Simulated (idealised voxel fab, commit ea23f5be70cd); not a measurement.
Process module under the name voxel local oxidation
Square cells of 5 nm make up the cross-section cut, whose width is 160 nm.
In what follows, cross-sections appear as grids of square cells, described through bands that run from the top down, where every band is one or more rows of cells. Band: top and bottom heights (nm) first, top before bottom; then materials from left to right, widths in nm. "full width" marks a sole material filling the band edge to edge. "empty" denotes empty space. Heights are measured from 0, the level below which the as-received wafer is all one material; the lowest band has no bottom and continues downward, written as in "0 nm and below". The width entry "30->40" should be interpreted row by row: the top row of cells in the band takes the first number, the bottom row takes the second number, and the change between adjacent rows is uniform throughout. You'll sometimes find "nothing changed" written for a step, and that's the way of saying that nowhere in the cross-section did a cell change during that step. "closed voids": empty spaces of 8 cells or more with no open way to the top, each given as width x height at distance, distance from the left edge, all in nm. Heads up: the bit after the settings on a step's line is the simulator's remark on that step. overlay nm: how far to the right of its planned place the mask lay on this masked step (negative: to the left).

# Here's what the planned process steps look like
| 1 | RECEIVE with material Si |
| 2 | OXIDIZE with depth nm 5 |
| 3 | CONFORMAL_DEP with material SiN, thk nm 10 |
| 4 | DIRECTIONAL_DEP with material aC, thk nm 10 |
| 5 | PATTERN with tone cover, mask id ACTIVE, material resist, width nm 95, thk nm 30, overlay nm 0 |
| 6 | DIRECTIONAL_ETCH with etch materials aC, depth nm 10 |
| 7 | STRIP with etch materials resist |
| 8 | DIRECTIONAL_ETCH with etch materials SiN, depth nm 10 |
| 9 | STRIP with etch materials aC |
| 10 | SELECTIVE_ETCH with etch materials SiO2, depth nm 5 |
| 11 | OXIDIZE with depth nm 15 |
| 12 | STRIP with etch materials SiN |

# As-received wafer cross-section (after step 1)
- 0 nm and below | Si full width
- closed voids: none

# Module complete, cross-section. Starting point and plan per above. One mistake made in running the module
- 0 nm to -5 nm | 25 nm empty, 85 nm SiO2, 50 nm empty
- -5 nm to -20 nm | 40 nm SiO2, 55 nm Si, 65 nm SiO2
- -20 nm and below | Si full width
- closed voids: none
Deviation noted in wafer processing: step 5: run off-plan, actual operation and settings PATTERN with tone cover, mask id ACTIVE, material resist, width nm 95, thk nm 30, overlay nm -10
